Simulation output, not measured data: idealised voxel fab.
You're looking at the process module voxel transistor to metal.
FYI the section here is cut, 215 nm wide, cells are 5 nm squares.
In this document a cross-section is written as a grid of square cells. It is given as a series of bands, listed from the top down, and a band is one or more rows of cells. Band: top height; bottom height; in nm. Then, left to right: material with width in nm, for each material. "all across": a single material spanning edge to edge. "blank": empty space. Ref level 0: as-received wafer is one material below here. Bottom band extends down with no lower bound ("0 nm and below"). Note: "30->40" means the width goes from the first number (top row of the band) to the second number (bottom row) in equal steps per row of cells. Reading "remained unchanged" for a step: not a cell of the cross-section changed in it. "Enclosed internal voids" means: voids of 8 cells or more that are shut off from the top with no open way through. Written width x height at distance, distance from the left edge, in nm. On each step's line, the part that comes after the settings is the simulator's own comment on the step. A step's line can hold "overlay nm"; with a mask on that step, the setting says how far right of the planned place the mask lay, while a negative setting says it lay to the left.

So here's the lineup of process steps we planned
1. RECEIVE with material Si
2. OXIDIZE with depth nm 5
3. CONFORMAL_DEP with material SiN, thk nm 10
4. DIRECTIONAL_DEP with material aC, thk nm 15
5. PATTERN with tone cover, mask id ACTIVE, material resist, width nm 115, thk nm 35, overlay nm 0
6. DIRECTIONAL_ETCH with etch materials aC, depth nm 15
7. STRIP with etch materials resist
8. DIRECTIONAL_ETCH with etch materials SiN, depth nm 10
9. DIRECTIONAL_ETCH with etch materials SiO2, depth nm 5
10. DIRECTIONAL_ETCH with etch materials Si, depth nm 25
11. STRIP with etch materials aC
12. FILL_DEP with material SiO2, thk nm 15
13. CMP with height nm 10
14. SELECTIVE_ETCH with etch materials SiO2, depth nm 5
15. STRIP with etch materials SiN
16. SELECTIVE_ETCH with etch materials SiO2, depth nm 5
17. OXIDIZE with depth nm 5
18. DIRECTIONAL_DEP with material polySi, thk nm 20
19. DIRECTIONAL_DEP with material SiCN, thk nm 15
20. MASKED_ETCH with tone cover, mask id GATE, width nm 25, etch materials SiCN, depth nm 25, overlay nm 0
21. MASKED_ETCH with tone cover, mask id GATE, width nm 25, etch materials polySi, depth nm 30, overlay nm 0
22. CONFORMAL_DEP with material SiO2, thk nm 5
23. DIRECTIONAL_ETCH with etch materials SiO2, depth nm 5
24. CONFORMAL_DEP with material SiN, thk nm 5
25. DIRECTIONAL_ETCH with etch materials SiN, depth nm 5
26. DIRECTIONAL_ETCH with etch materials SiO2, depth nm 5
27. DIRECTIONAL_ETCH with etch materials Si, depth nm 15
28. EPI with material nSi, thk nm 15
29. FILL_DEP with material SiO2, thk nm 5
30. CMP with height nm 30
31. DIRECTIONAL_DEP with material SiO2, thk nm 15
32. PATTERN with tone open, mask id CONTACT, material resist, width nm 20, pitch nm 75, thk nm 15, overlay nm 0
33. DIRECTIONAL_ETCH with etch materials SiO2, depth nm 40
34. STRIP with etch materials resist
35. CONFORMAL_DEP with material TiN, thk nm 5
36. FILL_DEP with material Ru, thk nm 10
37. CMP with height nm 45
38. DIRECTIONAL_DEP with material TiN, thk nm 5
39. DIRECTIONAL_DEP with material Ru, thk nm 15
40. DIRECTIONAL_DEP with material aC, thk nm 10
41. PATTERN with tone cover, mask id METAL_1, material resist, width nm 20, pitch nm 75, thk nm 25, overlay nm 0
42. DIRECTIONAL_ETCH with etch materials aC, depth nm 10
43. STRIP with etch materials resist
44. DIRECTIONAL_ETCH with etch materials Ru, depth nm 15
45. DIRECTIONAL_ETCH with etch materials TiN, depth nm 5
46. STRIP with etch materials aC
47. FILL_DEP with material lowk, thk nm 10
48. CMP with height nm 65
49. CONFORMAL_DEP with material SiN, thk nm 5

first wafer, as planned

Cross-section of the incoming wafer, state after step 1
> 0 nm and below = Si all across
> Enclosed internal voids: none

after step 2
> 0 nm to -5 nm = SiO2 all across
> Beneath the level -5, the cross-section is identical to its previous state.

after step 3
> 10 nm to 0 nm = SiN all across
> Beneath the level 0, the cross-section is identical to its previous state.

after step 4
> 25 nm to 10 nm = aC all across
> Beneath the level 10, the cross-section is identical to its previous state.

after step 5
> 60 nm to 25 nm = 50 blank, then 115 resist, then 50 blank
> Beneath the level 25, the cross-section is identical to its previous state.

after step 6
> 45 nm to 25 nm = 50 blank, then 115 resist, then 50 blank
> 25 nm to 10 nm = 50 blank, then 115 aC, then 50 blank
> Beneath the level 10, the cross-section is identical to its previous state.

after step 7
> 25 nm to 10 nm = 50 blank, then 115 aC, then 50 blank
> Beneath the level 10, the cross-section is identical to its previous state.

after step 8
> 25 nm to 10 nm = 50 blank, then 115 aC, then 50 blank
> 10 nm to 0 nm = 50 blank, then 115 SiN, then 50 blank
> Beneath the level 0, the cross-section is identical to its previous state.

after step 9
> 25 nm to 10 nm = 50 blank, then 115 aC, then 50 blank
> 10 nm to 0 nm = 50 blank, then 115 SiN, then 50 blank
> 0 nm to -5 nm = 50 blank, then 115 SiO2, then 50 blank
> Beneath the level -5, the cross-section is identical to its previous state.

after step 10
> 25 nm to 10 nm = 50 blank, then 115 aC, then 50 blank
> 10 nm to 0 nm = 50 blank, then 115 SiN, then 50 blank
> 0 nm to -5 nm = 50 blank, then 115 SiO2, then 50 blank
> -5 nm to -30 nm = 50 blank, then 115 Si, then 50 blank
> Beneath the level -30, the cross-section is identical to its previous state.

after step 11
> 10 nm to 0 nm = 50 blank, then 115 SiN, then 50 blank
> Beneath the level 0, the cross-section is identical to its previous state.

after step 12
> 25 nm to 10 nm = SiO2 all across
> 10 nm to 0 nm = 50 SiO2, then 115 SiN, then 50 SiO2
> 0 nm to -5 nm = SiO2 all across
> -5 nm to -30 nm = 50 SiO2, then 115 Si, then 50 SiO2
> Beneath the level -30, the cross-section is identical to its previous state.

after step 13
> 10 nm to 0 nm = 50 SiO2, then 115 SiN, then 50 SiO2
> Beneath the level 0, the cross-section is identical to its previous state.

after step 14
> 10 nm to 5 nm = 50 blank, then 115 SiN, then 50 blank
> Beneath the level 5, the cross-section is identical to its previous state.

after step 15
> 5 nm to 0 nm = 50 SiO2, then 115 blank, then 50 SiO2
> Beneath the level 0, the cross-section is identical to its previous state.

after step 16
> 0 nm to -5 nm = 45 SiO2, then 125 blank, then 45 SiO2
> Beneath the level -5, the cross-section is identical to its previous state.

after step 17
> 0 nm to -5 nm = 45 SiO2, then 125 blank, then 45 SiO2
> -5 nm to -10 nm = SiO2 all across
> Beneath the level -10, the cross-section is identical to its previous state.

after step 18
> 20 nm to 15 nm = 45 polySi, then 125 blank, then 45 polySi
> 15 nm to 0 nm = polySi all across
> 0 nm to -5 nm = 45 SiO2, then 125 polySi, then 45 SiO2
> Beneath the level -5, the cross-section is identical to its previous state.

after step 19
> 35 nm to 30 nm = 45 SiCN, then 125 blank, then 45 SiCN
> 30 nm to 20 nm = SiCN all across
> 20 nm to 15 nm = 45 polySi, then 125 SiCN, then 45 polySi
> Beneath the level 15, the cross-section is identical to its previous state.

after step 20
> 30 nm to 20 nm = 95 blank, then 25 SiCN, then 95 blank
> 20 nm to 15 nm = 45 polySi, then 50 blank, then 25 SiCN, then 50 blank, then 45 polySi
> Beneath the level 15, the cross-section is identical to its previous state.

after step 21
> 30 nm to 15 nm = 95 blank, then 25 SiCN, then 95 blank
> 15 nm to 0 nm = 95 blank, then 25 polySi, then 95 blank
> 0 nm to -5 nm = 45 SiO2, then 50 blank, then 25 polySi, then 50 blank, then 45 SiO2
> Beneath the level -5, the cross-section is identical to its previous state.

after step 22
> 35 nm to 30 nm = 90 blank, then 35 SiO2, then 90 blank
> 30 nm to 15 nm = 90 blank, then 5 SiO2, then 25 SiCN, then 5 SiO2, then 90 blank
> 15 nm to 5 nm = 90 blank, then 5 SiO2, then 25 polySi, then 5 SiO2, then 90 blank
> 5 nm to 0 nm = 50 SiO2, then 40 blank, then 5 SiO2, then 25 polySi, then 5 SiO2, then 40 blank, then 50 SiO2
> 0 nm to -5 nm = 95 SiO2, then 25 polySi, then 95 SiO2
> Beneath the level -5, the cross-section is identical to its previous state.

after step 23
> 30 nm to 15 nm = 90 blank, then 5 SiO2, then 25 SiCN, then 5 SiO2, then 90 blank
> 15 nm to 0 nm = 90 blank, then 5 SiO2, then 25 polySi, then 5 SiO2, then 90 blank
> 0 nm to -5 nm = 50 SiO2, then 40 blank, then 5 SiO2, then 25 polySi, then 5 SiO2, then 40 blank, then 50 SiO2
> Beneath the level -5, the cross-section is identical to its previous state.

after step 24
> 35 nm to 30 nm = 85 blank, then 45 SiN, then 85 blank
> 30 nm to 15 nm = 85 blank, then 5 SiN, then 5 SiO2, then 25 SiCN, then 5 SiO2, then 5 SiN, then 85 blank
> 15 nm to 5 nm = 85 blank, then 5 SiN, then 5 SiO2, then 25 polySi, then 5 SiO2, then 5 SiN, then 85 blank
> 5 nm to 0 nm = 55 SiN, then 30 blank, then 5 SiN, then 5 SiO2, then 25 polySi, then 5 SiO2, then 5 SiN, then 30 blank, then 55 SiN
> 0 nm to -5 nm = 50 SiO2, then 40 SiN, then 5 SiO2, then 25 polySi, then 5 SiO2, then 40 SiN, then 50 SiO2
> Beneath the level -5, the cross-section is identical to its previous state.

after step 25
> 30 nm to 15 nm = 85 blank, then 5 SiN, then 5 SiO2, then 25 SiCN, then 5 SiO2, then 5 SiN, then 85 blank
> 15 nm to 0 nm = 85 blank, then 5 SiN, then 5 SiO2, then 25 polySi, then 5 SiO2, then 5 SiN, then 85 blank
> 0 nm to -5 nm = 50 SiO2, then 5 SiN, then 30 blank, then 5 SiN, then 5 SiO2, then 25 polySi, then 5 SiO2, then 5 SiN, then 30 blank, then 5 SiN, then 50 SiO2
> Beneath the level -5, the cross-section is identical to its previous state.

after step 26
> 30 nm to 25 nm = 85 blank, then 5 SiN, then 5 blank, then 25 SiCN, then 5 blank, then 5 SiN, then 85 blank
> 25 nm to 15 nm = 85 blank, then 5 SiN, then 5 SiO2, then 25 SiCN, then 5 SiO2, then 5 SiN, then 85 blank
> 15 nm to 0 nm = 85 blank, then 5 SiN, then 5 SiO2, then 25 polySi, then 5 SiO2, then 5 SiN, then 85 blank
> 0 nm to -5 nm = 50 blank, then 5 SiN, then 30 blank, then 5 SiN, then 5 SiO2, then 25 polySi, then 5 SiO2, then 5 SiN, then 30 blank, then 5 SiN, then 50 blank
> -5 nm to -10 nm = 55 SiO2, then 30 blank, then 45 SiO2, then 30 blank, then 55 SiO2
> Beneath the level -10, the cross-section is identical to its previous state.

after step 27
> 30 nm to 25 nm = 85 blank, then 5 SiN, then 5 blank, then 25 SiCN, then 5 blank, then 5 SiN, then 85 blank
> 25 nm to 15 nm = 85 blank, then 5 SiN, then 5 SiO2, then 25 SiCN, then 5 SiO2, then 5 SiN, then 85 blank
> 15 nm to 0 nm = 85 blank, then 5 SiN, then 5 SiO2, then 25 polySi, then 5 SiO2, then 5 SiN, then 85 blank
> 0 nm to -5 nm = 50 blank, then 5 SiN, then 30 blank, then 5 SiN, then 5 SiO2, then 25 polySi, then 5 SiO2, then 5 SiN, then 30 blank, then 5 SiN, then 50 blank
> -5 nm to -10 nm = 55 SiO2, then 30 blank, then 45 SiO2, then 30 blank, then 55 SiO2
> -10 nm to -25 nm = 50 SiO2, then 5 Si, then 30 blank, then 45 Si, then 30 blank, then 5 Si, then 50 SiO2
> Beneath the level -25, the cross-section is identical to its previous state.

after step 28
> 30 nm to 25 nm = 85 blank, then 5 SiN, then 5 blank, then 25 SiCN, then 5 blank, then 5 SiN, then 85 blank
> 25 nm to 15 nm = 85 blank, then 5 SiN, then 5 SiO2, then 25 SiCN, then 5 SiO2, then 5 SiN, then 85 blank
> 15 nm to 5 nm = 85 blank, then 5 SiN, then 5 SiO2, then 25 polySi, then 5 SiO2, then 5 SiN, then 85 blank
> 5 nm to 0 nm = 50 blank, then 35 nSi, then 5 SiN, then 5 SiO2, then 25 polySi, then 5 SiO2, then 5 SiN, then 35 nSi, then 50 blank
> 0 nm to -5 nm = 50 blank, then 5 SiN, then 30 nSi, then 5 SiN, then 5 SiO2, then 25 polySi, then 5 SiO2, then 5 SiN, then 30 nSi, then 5 SiN, then 50 blank
> -5 nm to -10 nm = 55 SiO2, then 30 nSi, then 45 SiO2, then 30 nSi, then 55 SiO2
> -10 nm to -25 nm = 50 SiO2, then 5 Si, then 30 nSi, then 45 Si, then 30 nSi, then 5 Si, then 50 SiO2
> Beneath the level -25, the cross-section is identical to its previous state.

after step 29
> 35 nm to 30 nm = SiO2 all across
> 30 nm to 15 nm = 85 SiO2, then 5 SiN, then 5 SiO2, then 25 SiCN, then 5 SiO2, then 5 SiN, then 85 SiO2
> 15 nm to 5 nm = 85 SiO2, then 5 SiN, then 5 SiO2, then 25 polySi, then 5 SiO2, then 5 SiN, then 85 SiO2
> 5 nm to 0 nm = 50 SiO2, then 35 nSi, then 5 SiN, then 5 SiO2, then 25 polySi, then 5 SiO2, then 5 SiN, then 35 nSi, then 50 SiO2
> 0 nm to -5 nm = 50 SiO2, then 5 SiN, then 30 nSi, then 5 SiN, then 5 SiO2, then 25 polySi, then 5 SiO2, then 5 SiN, then 30 nSi, then 5 SiN, then 50 SiO2
> Beneath the level -5, the cross-section is identical to its previous state.

after step 30
> 30 nm to 15 nm = 85 SiO2, then 5 SiN, then 5 SiO2, then 25 SiCN, then 5 SiO2, then 5 SiN, then 85 SiO2
> Beneath the level 15, the cross-section is identical to its previous state.

after step 31
> 45 nm to 30 nm = SiO2 all across
> Beneath the level 30, the cross-section is identical to its previous state.

after step 32
> 60 nm to 45 nm = 60 resist, then 20 blank, then 55 resist, then 20 blank, then 60 resist
> Beneath the level 45, the cross-section is identical to its previous state.

after step 33
> 60 nm to 45 nm = 60 resist, then 20 blank, then 55 resist, then 20 blank, then 60 resist
> 45 nm to 30 nm = 60 SiO2, then 20 blank, then 55 SiO2, then 20 blank, then 60 SiO2
> 30 nm to 15 nm = 60 SiO2, then 20 blank, then 5 SiO2, then 5 SiN, then 5 SiO2, then 25 SiCN, then 5 SiO2, then 5 SiN, then 5 SiO2, then 20 blank, then 60 SiO2
> 15 nm to 5 nm = 60 SiO2, then 20 blank, then 5 SiO2, then 5 SiN, then 5 SiO2, then 25 polySi, then 5 SiO2, then 5 SiN, then 5 SiO2, then 20 blank, then 60 SiO2
> Beneath the level 5, the cross-section is identical to its previous state.

after step 34
> 45 nm to 30 nm = 60 SiO2, then 20 blank, then 55 SiO2, then 20 blank, then 60 SiO2
> Beneath the level 30, the cross-section is identical to its previous state.

after step 35
> 50 nm to 45 nm = 65 TiN, then 10 blank, then 65 TiN, then 10 blank, then 65 TiN
> 45 nm to 30 nm = 60 SiO2, then 5 TiN, then 10 blank, then 5 TiN, then 55 SiO2, then 5 TiN, then 10 blank, then 5 TiN, then 60 SiO2
> 30 nm to 15 nm = 60 SiO2, then 5 TiN, then 10 blank, then 5 TiN, then 5 SiO2, then 5 SiN, then 5 SiO2, then 25 SiCN, then 5 SiO2, then 5 SiN, then 5 SiO2, then 5 TiN, then 10 blank, then 5 TiN, then 60 SiO2
> 15 nm to 10 nm = 60 SiO2, then 5 TiN, then 10 blank, then 5 TiN, then 5 SiO2, then 5 SiN, then 5 SiO2, then 25 polySi, then 5 SiO2, then 5 SiN, then 5 SiO2, then 5 TiN, then 10 blank, then 5 TiN, then 60 SiO2
> 10 nm to 5 nm = 60 SiO2, then 20 TiN, then 5 SiO2, then 5 SiN, then 5 SiO2, then 25 polySi, then 5 SiO2, then 5 SiN, then 5 SiO2, then 20 TiN, then 60 SiO2
> Beneath the level 5, the cross-section is identical to its previous state.

after step 36
> 60 nm to 50 nm = Ru all across
> 50 nm to 45 nm = 65 TiN, then 10 Ru, then 65 TiN, then 10 Ru, then 65 TiN
> 45 nm to 30 nm = 60 SiO2, then 5 TiN, then 10 Ru, then 5 TiN, then 55 SiO2, then 5 TiN, then 10 Ru, then 5 TiN, then 60 SiO2
> 30 nm to 15 nm = 60 SiO2, then 5 TiN, then 10 Ru, then 5 TiN, then 5 SiO2, then 5 SiN, then 5 SiO2, then 25 SiCN, then 5 SiO2, then 5 SiN, then 5 SiO2, then 5 TiN, then 10 Ru, then 5 TiN, then 60 SiO2
> 15 nm to 10 nm = 60 SiO2, then 5 TiN, then 10 Ru, then 5 TiN, then 5 SiO2, then 5 SiN, then 5 SiO2, then 25 polySi, then 5 SiO2, then 5 SiN, then 5 SiO2, then 5 TiN, then 10 Ru, then 5 TiN, then 60 SiO2
> Beneath the level 10, the cross-section is identical to its previous state.

after step 37
> 45 nm to 30 nm = 60 SiO2, then 5 TiN, then 10 Ru, then 5 TiN, then 55 SiO2, then 5 TiN, then 10 Ru, then 5 TiN, then 60 SiO2
> Beneath the level 30, the cross-section is identical to its previous state.

after step 38
> 50 nm to 45 nm = TiN all across
> Beneath the level 45, the cross-section is identical to its previous state.

after step 39
> 65 nm to 50 nm = Ru all across
> Beneath the level 50, the cross-section is identical to its previous state.

after step 40
> 75 nm to 65 nm = aC all across
> Beneath the level 65, the cross-section is identical to its previous state.

after step 41
> 100 nm to 75 nm = 60 blank, then 20 resist, then 55 blank, then 20 resist, then 60 blank
> Beneath the level 75, the cross-section is identical to its previous state.

after step 42
> 90 nm to 75 nm = 60 blank, then 20 resist, then 55 blank, then 20 resist, then 60 blank
> 75 nm to 65 nm = 60 blank, then 20 aC, then 55 blank, then 20 aC, then 60 blank
> Beneath the level 65, the cross-section is identical to its previous state.

after step 43
> 75 nm to 65 nm = 60 blank, then 20 aC, then 55 blank, then 20 aC, then 60 blank
> Beneath the level 65, the cross-section is identical to its previous state.

after step 44
> 75 nm to 65 nm = 60 blank, then 20 aC, then 55 blank, then 20 aC, then 60 blank
> 65 nm to 50 nm = 60 blank, then 20 Ru, then 55 blank, then 20 Ru, then 60 blank
> Beneath the level 50, the cross-section is identical to its previous state.

after step 45
> 75 nm to 65 nm = 60 blank, then 20 aC, then 55 blank, then 20 aC, then 60 blank
> 65 nm to 50 nm = 60 blank, then 20 Ru, then 55 blank, then 20 Ru, then 60 blank
> 50 nm to 45 nm = 60 blank, then 20 TiN, then 55 blank, then 20 TiN, then 60 blank
> Beneath the level 45, the cross-section is identical to its previous state.

after step 46
> 65 nm to 50 nm = 60 blank, then 20 Ru, then 55 blank, then 20 Ru, then 60 blank
> Beneath the level 50, the cross-section is identical to its previous state.

after step 47
> 75 nm to 65 nm = lowk all across
> 65 nm to 50 nm = 60 lowk, then 20 Ru, then 55 lowk, then 20 Ru, then 60 lowk
> 50 nm to 45 nm = 60 lowk, then 20 TiN, then 55 lowk, then 20 TiN, then 60 lowk
> Beneath the level 45, the cross-section is identical to its previous state.

after step 48
> 65 nm to 50 nm = 60 lowk, then 20 Ru, then 55 lowk, then 20 Ru, then 60 lowk
> Beneath the level 50, the cross-section is identical to its previous state.

after step 49
> 70 nm to 65 nm = SiN all across
> Beneath the level 65, the cross-section is identical to its previous state.

The second wafer: identical to the first at the outset and in its planned sequence, differing only in that one mistake was made during processing; up to and including step 12, its path is the first wafer's path

X-section, second wafer, when step 13 was due to finish: remained unchanged

X-section, second wafer, when step 14 was due to finish
> 20 nm to 10 nm = SiO2 all across
> Beneath the level 10, the cross-section is identical to its previous state.

X-section, second wafer, when step 15 was due to finish: remained unchanged

X-section, second wafer, when step 16 was due to finish
> 15 nm to 10 nm = SiO2 all across
> Beneath the level 10, the cross-section is identical to its previous state.

X-section, second wafer, when step 17 was due to finish: remained unchanged

X-section, second wafer, when step 18 was due to finish
> 35 nm to 15 nm = polySi all across
> Beneath the level 15, the cross-section is identical to its previous state.

X-section, second wafer, when step 19 was due to finish
> 50 nm to 35 nm = SiCN all across
> Beneath the level 35, the cross-section is identical to its previous state.

X-section, second wafer, when step 20 was due to finish
> 50 nm to 35 nm = 95 blank, then 25 SiCN, then 95 blank
> Beneath the level 35, the cross-section is identical to its previous state.

X-section, second wafer, when step 21 was due to finish
> 50 nm to 35 nm = 95 blank, then 25 SiCN, then 95 blank
> 35 nm to 15 nm = 95 blank, then 25 polySi, then 95 blank
> Beneath the level 15, the cross-section is identical to its previous state.

X-section, second wafer, when step 22 was due to finish
> 55 nm to 50 nm = 90 blank, then 35 SiO2, then 90 blank
> 50 nm to 35 nm = 90 blank, then 5 SiO2, then 25 SiCN, then 5 SiO2, then 90 blank
> 35 nm to 20 nm = 90 blank, then 5 SiO2, then 25 polySi, then 5 SiO2, then 90 blank
> 20 nm to 15 nm = 95 SiO2, then 25 polySi, then 95 SiO2
> Beneath the level 15, the cross-section is identical to its previous state.

X-section, second wafer, when step 23 was due to finish
> 50 nm to 35 nm = 90 blank, then 5 SiO2, then 25 SiCN, then 5 SiO2, then 90 blank
> 35 nm to 15 nm = 90 blank, then 5 SiO2, then 25 polySi, then 5 SiO2, then 90 blank
> Beneath the level 15, the cross-section is identical to its previous state.

X-section, second wafer, when step 24 was due to finish
> 55 nm to 50 nm = 85 blank, then 45 SiN, then 85 blank
> 50 nm to 35 nm = 85 blank, then 5 SiN, then 5 SiO2, then 25 SiCN, then 5 SiO2, then 5 SiN, then 85 blank
> 35 nm to 20 nm = 85 blank, then 5 SiN, then 5 SiO2, then 25 polySi, then 5 SiO2, then 5 SiN, then 85 blank
> 20 nm to 15 nm = 90 SiN, then 5 SiO2, then 25 polySi, then 5 SiO2, then 90 SiN
> Beneath the level 15, the cross-section is identical to its previous state.

X-section, second wafer, when step 25 was due to finish
> 50 nm to 35 nm = 85 blank, then 5 SiN, then 5 SiO2, then 25 SiCN, then 5 SiO2, then 5 SiN, then 85 blank
> 35 nm to 15 nm = 85 blank, then 5 SiN, then 5 SiO2, then 25 polySi, then 5 SiO2, then 5 SiN, then 85 blank
> Beneath the level 15, the cross-section is identical to its previous state.

X-section, second wafer, when step 26 was due to finish
> 50 nm to 45 nm = 85 blank, then 5 SiN, then 5 blank, then 25 SiCN, then 5 blank, then 5 SiN, then 85 blank
> 45 nm to 35 nm = 85 blank, then 5 SiN, then 5 SiO2, then 25 SiCN, then 5 SiO2, then 5 SiN, then 85 blank
> 35 nm to 15 nm = 85 blank, then 5 SiN, then 5 SiO2, then 25 polySi, then 5 SiO2, then 5 SiN, then 85 blank
> 15 nm to 10 nm = 85 blank, then 45 SiO2, then 85 blank
> Beneath the level 10, the cross-section is identical to its previous state.

X-section, second wafer, when step 27 was due to finish: remained unchanged

X-section, second wafer, when step 28 was due to finish: remained unchanged

X-section, second wafer, when step 29 was due to finish
> 55 nm to 50 nm = SiO2 all across
> 50 nm to 35 nm = 85 SiO2, then 5 SiN, then 5 SiO2, then 25 SiCN, then 5 SiO2, then 5 SiN, then 85 SiO2
> 35 nm to 15 nm = 85 SiO2, then 5 SiN, then 5 SiO2, then 25 polySi, then 5 SiO2, then 5 SiN, then 85 SiO2
> 15 nm to 10 nm = SiO2 all across
> Beneath the level 10, the cross-section is identical to its previous state.

X-section, second wafer, when step 30 was due to finish
> 30 nm to 15 nm = 85 SiO2, then 5 SiN, then 5 SiO2, then 25 polySi, then 5 SiO2, then 5 SiN, then 85 SiO2
> Beneath the level 15, the cross-section is identical to its previous state.

X-section, second wafer, when step 31 was due to finish
> 45 nm to 30 nm = SiO2 all across
> Beneath the level 30, the cross-section is identical to its previous state.

X-section, second wafer, when step 32 was due to finish
> 60 nm to 45 nm = 60 resist, then 20 blank, then 55 resist, then 20 blank, then 60 resist
> Beneath the level 45, the cross-section is identical to its previous state.

X-section, second wafer, when step 33 was due to finish
> 60 nm to 45 nm = 60 resist, then 20 blank, then 55 resist, then 20 blank, then 60 resist
> 45 nm to 30 nm = 60 SiO2, then 20 blank, then 55 SiO2, then 20 blank, then 60 SiO2
> 30 nm to 15 nm = 60 SiO2, then 20 blank, then 5 SiO2, then 5 SiN, then 5 SiO2, then 25 polySi, then 5 SiO2, then 5 SiN, then 5 SiO2, then 20 blank, then 60 SiO2
> 15 nm to 10 nm = 60 SiO2, then 20 blank, then 55 SiO2, then 20 blank, then 60 SiO2
> Beneath the level 10, the cross-section is identical to its previous state.

X-section, second wafer, when step 34 was due to finish
> 45 nm to 30 nm = 60 SiO2, then 20 blank, then 55 SiO2, then 20 blank, then 60 SiO2
> Beneath the level 30, the cross-section is identical to its previous state.

X-section, second wafer, when step 35 was due to finish
> 50 nm to 45 nm = 65 TiN, then 10 blank, then 65 TiN, then 10 blank, then 65 TiN
> 45 nm to 30 nm = 60 SiO2, then 5 TiN, then 10 blank, then 5 TiN, then 55 SiO2, then 5 TiN, then 10 blank, then 5 TiN, then 60 SiO2
> 30 nm to 15 nm = 60 SiO2, then 5 TiN, then 10 blank, then 5 TiN, then 5 SiO2, then 5 SiN, then 5 SiO2, then 25 polySi, then 5 SiO2, then 5 SiN, then 5 SiO2, then 5 TiN, then 10 blank, then 5 TiN, then 60 SiO2
> 15 nm to 10 nm = 60 SiO2, then 20 TiN, then 55 SiO2, then 20 TiN, then 60 SiO2
> Beneath the level 10, the cross-section is identical to its previous state.

X-section, second wafer, when step 36 was due to finish
> 60 nm to 50 nm = Ru all across
> 50 nm to 45 nm = 65 TiN, then 10 Ru, then 65 TiN, then 10 Ru, then 65 TiN
> 45 nm to 30 nm = 60 SiO2, then 5 TiN, then 10 Ru, then 5 TiN, then 55 SiO2, then 5 TiN, then 10 Ru, then 5 TiN, then 60 SiO2
> 30 nm to 15 nm = 60 SiO2, then 5 TiN, then 10 Ru, then 5 TiN, then 5 SiO2, then 5 SiN, then 5 SiO2, then 25 polySi, then 5 SiO2, then 5 SiN, then 5 SiO2, then 5 TiN, then 10 Ru, then 5 TiN, then 60 SiO2
> Beneath the level 15, the cross-section is identical to its previous state.

X-section, second wafer, when step 37 was due to finish
> 45 nm to 30 nm = 60 SiO2, then 5 TiN, then 10 Ru, then 5 TiN, then 55 SiO2, then 5 TiN, then 10 Ru, then 5 TiN, then 60 SiO2
> Beneath the level 30, the cross-section is identical to its previous state.

X-section, second wafer, when step 38 was due to finish
> 50 nm to 45 nm = TiN all across
> Beneath the level 45, the cross-section is identical to its previous state.

X-section, second wafer, when step 39 was due to finish
> 65 nm to 50 nm = Ru all across
> Beneath the level 50, the cross-section is identical to its previous state.

X-section, second wafer, when step 40 was due to finish
> 75 nm to 65 nm = aC all across
> Beneath the level 65, the cross-section is identical to its previous state.

X-section, second wafer, when step 41 was due to finish
> 100 nm to 75 nm = 60 blank, then 20 resist, then 55 blank, then 20 resist, then 60 blank
> Beneath the level 75, the cross-section is identical to its previous state.

X-section, second wafer, when step 42 was due to finish
> 90 nm to 75 nm = 60 blank, then 20 resist, then 55 blank, then 20 resist, then 60 blank
> 75 nm to 65 nm = 60 blank, then 20 aC, then 55 blank, then 20 aC, then 60 blank
> Beneath the level 65, the cross-section is identical to its previous state.

X-section, second wafer, when step 43 was due to finish
> 75 nm to 65 nm = 60 blank, then 20 aC, then 55 blank, then 20 aC, then 60 blank
> Beneath the level 65, the cross-section is identical to its previous state.

X-section, second wafer, when step 44 was due to finish
> 75 nm to 65 nm = 60 blank, then 20 aC, then 55 blank, then 20 aC, then 60 blank
> 65 nm to 50 nm = 60 blank, then 20 Ru, then 55 blank, then 20 Ru, then 60 blank
> Beneath the level 50, the cross-section is identical to its previous state.

X-section, second wafer, when step 45 was due to finish
> 75 nm to 65 nm = 60 blank, then 20 aC, then 55 blank, then 20 aC, then 60 blank
> 65 nm to 50 nm = 60 blank, then 20 Ru, then 55 blank, then 20 Ru, then 60 blank
> 50 nm to 45 nm = 60 blank, then 20 TiN, then 55 blank, then 20 TiN, then 60 blank
> Beneath the level 45, the cross-section is identical to its previous state.

X-section, second wafer, when step 46 was due to finish
> 65 nm to 50 nm = 60 blank, then 20 Ru, then 55 blank, then 20 Ru, then 60 blank
> Beneath the level 50, the cross-section is identical to its previous state.

X-section, second wafer, when step 47 was due to finish
> 75 nm to 65 nm = lowk all across
> 65 nm to 50 nm = 60 lowk, then 20 Ru, then 55 lowk, then 20 Ru, then 60 lowk
> 50 nm to 45 nm = 60 lowk, then 20 TiN, then 55 lowk, then 20 TiN, then 60 lowk
> Beneath the level 45, the cross-section is identical to its previous state.

X-section, second wafer, when step 48 was due to finish
> 65 nm to 50 nm = 60 lowk, then 20 Ru, then 55 lowk, then 20 Ru, then 60 lowk
> Beneath the level 50, the cross-section is identical to its previous state.

X-section, second wafer, when step 49 was due to finish
> 70 nm to 65 nm = SiN all across
> Beneath the level 65, the cross-section is identical to its previous state.
Processing error: step 13 of the plan was omitted and not executed
Per the end-of-run cell counts, the second wafer holds more or fewer of some materials than the first: Ru: 4 fewer; Si: 59 more; SiCN: 15 fewer; SiN: 36 more; SiO2: 7 more; TiN: 4 fewer; nSi: 74 fewer; polySi: 5 fewer
